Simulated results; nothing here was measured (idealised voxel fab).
The process module presented herein is designated voxel lift off.
Section shown: cut. Width: 240 nm. Cell size: 5 nm, square.
The cross-sections in this document take the form of a grid made of square cells. They are written out as bands, in order from top to bottom. Each band consists of one or more rows of cells. A band entry consists of two parts. The first gives the height of the band's top and the height of its bottom, in nm. The rest lists the band's materials from left to right, each with its width in nm. A single material labelled with the word "everywhere" fills the band from edge to edge, and the word "empty" marks empty space. Height datum 0, below which the as-received substrate wafer is one material. Lowest band open at the bottom, running downward: "top 0, no bottom". Quick explanation for "30->40": the width changes in equal steps down the rows of cells, from the first number in the band's top row to the second number in its bottom row. When a step is marked "no change occurred", none of the cells in the cross-section changed during that step. Reported under the label "closed voids" are the empty spaces having no open way to the top and comprising 8 cells or more; the notation for each is width x height at distance, in which the distance is measured from the left edge and all three values are in nm. Post-settings text on a step line: simulator's own remark regarding the step. Among the settings permitted on a step's line is "overlay nm"; applied to a step with a mask, it specifies the extent to which the mask lay to the right of its planned position, whereas a negative figure signifies a position to the left.

Here's what the planned process steps look like
| 1 | RECEIVE, material Si |
| 2 | CONFORMAL_DEP, material Al2O3, thk nm 5 |
| 3 | PATTERN, tone open, mask id LINES, material resist, width nm 25, pitch nm 55, thk nm 20, overlay nm -15 |
| 4 | DIRECTIONAL_DEP, material Ru, thk nm 5 |
| 5 | STRIP, etch materials resist |
| 6 | CONFORMAL_DEP, material SiN, thk nm 10 |
Same starting wafers, different overlay nm at step 3. Plan value belongs to the first wafer.

Cross-section, first of several wafers, as delivered after step 1
* top 0, no bottom = Si everywhere
* closed voids: none

Per-wafer rows below. For each material: cells gained (+) or lost (-) since the wafer was received, as of end of module. Then: closed voids
overlay nm -15 | +48 Al2O3 | +10 Ru | +104 SiN | closed voids: none
overlay nm -10 | +48 Al2O3 | +10 Ru | +104 SiN | closed voids: none
overlay nm -5 | +48 Al2O3 | +10 Ru | +104 SiN | closed voids: none
overlay nm 0 | +48 Al2O3 | +10 Ru | +104 SiN | closed voids: none
overlay nm 5 | +48 Al2O3 | +10 Ru | +104 SiN | closed voids: none
overlay nm 10 | +48 Al2O3 | +10 Ru | +104 SiN | closed voids: none
overlay nm 15 | +48 Al2O3 | +10 Ru | +104 SiN | closed voids: none
